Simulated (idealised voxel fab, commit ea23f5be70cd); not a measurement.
process module | voxel self aligned contacts
cross-section cut | 170 nm wide | cells 5 nm
A cross-section is a grid of square cells, given in bands from the top down. A band is one or more rows of cells.
Each band's line starts with the height of the band's top and of its bottom, in nm. Then come its materials from left to right, each with its width in nm. One material with "throughout" fills the band from edge to edge. "air" is empty space.
Height 0 is the level under which the wafer as received is all one material. The lowest band goes on downwards, as in "0 down".
A width such as "30 to 40" changes by the same amount from each row of cells to the next, from the band's top row to its bottom row.
"no change" after a step means that no cell of the cross-section changed.
closed voids: empty space of 8 cells or more with no open way to the top, each as width x height at its distance from the left edge, in nm
after a step's settings: what the simulator itself notes on the step
overlay nm, on a step with a mask: how far to the right of its planned place the mask lay; to the left if negative
plan
1 op RECEIVE | material Si
2 op CONFORMAL_DEP | material SiO2 | thk nm 5
3 op DIRECTIONAL_DEP | material polySi | thk nm 30
4 op DIRECTIONAL_DEP | material SiN | thk nm 15
5 op MASKED_ETCH | tone cover | mask id GATE | width nm 25 | pitch nm 50 | etch materials SiN | depth nm 15 | overlay nm 0
6 op MASKED_ETCH | tone cover | mask id GATE | width nm 25 | pitch nm 50 | etch materials polySi | depth nm 30 | overlay nm 0
7 op CONFORMAL_DEP | material SiN | thk nm 5
8 op DIRECTIONAL_ETCH | etch materials SiN | depth nm 5
9 op FILL_DEP | material SiO2 | thk nm 15
10 op CMP | height nm 60
11 op DIRECTIONAL_DEP | material aC | thk nm 10
12 op PATTERN | tone open | mask id CONTACT | material resist | width nm 35 | pitch nm 50 | thk nm 30 | overlay nm 0
13 op DIRECTIONAL_ETCH | etch materials aC | depth nm 10
14 op STRIP | etch materials resist
15 op DIRECTIONAL_ETCH | etch materials SiO2 | depth nm 60
16 op STRIP | etch materials aC
17 op CONFORMAL_DEP | material TiN | thk nm 5
18 op FILL_DEP | material Ru | thk nm 5
19 op CMP | height nm 60
20 op CONFORMAL_DEP | material SiCN | thk nm 5
as received, after step 1
  0 down: Si throughout
  closed voids: none
first wafer at the end, as planned
  65 to 60: SiCN throughout
  60 to 50: SiO2 40 | TiN 5 to 15 | Ru 25 to 5 | TiN 5 to 15 | SiO2 15 | TiN 5 to 15 | Ru 25 to 5 | TiN 5 to 15 | SiO2 45
  50 to 35: SiO2 15 | SiN 35 | TiN 5 | Ru 5 | TiN 5 | SiN 35 | TiN 5 | Ru 5 | TiN 5 | SiN 35 | SiO2 20
  35 to 5: SiO2 15 | SiN 5 | polySi 25 | SiN 5 | TiN 5 | Ru 5 | TiN 5 | SiN 5 | polySi 25 | SiN 5 | TiN 5 | Ru 5 | TiN 5 | SiN 5 | polySi 25 | SiN 5 | SiO2 20
  5 to 0: SiO2 50 | TiN 15 | SiO2 35 | TiN 15 | SiO2 55
  0 down: Si throughout
  closed voids: none
second wafer at the end: like start, like plan, one mistake
  65 to 60: SiCN throughout
  60 to 50: SiO2 40 | TiN 5 to 15 | Ru 25 to 5 | TiN 5 to 15 | SiO2 15 | TiN 5 to 15 | Ru 25 to 5 | TiN 5 to 15 | SiO2 45
  50 to 40: SiO2 15 | SiN 35 | TiN 5 | Ru 5 | TiN 5 | SiN 35 | TiN 5 | Ru 5 | TiN 5 | SiN 35 | SiO2 20
  40 to 35: SiO2 15 | SiN 35 | TiN 15 | SiN 35 | TiN 15 | SiN 35 | SiO2 20
  35 to 5: TiN throughout
  5 to 0: SiO2 throughout
  0 down: Si throughout
  closed voids: none
what went wrong: step 3 ran as: op DIRECTIONAL_DEP | material TiN | thk nm 30
at the end the second wafer has, in cells: 14 fewer of Ru | 36 fewer of SiN | 36 fewer of SiO2 | 176 more of TiN | 90 fewer of polySi
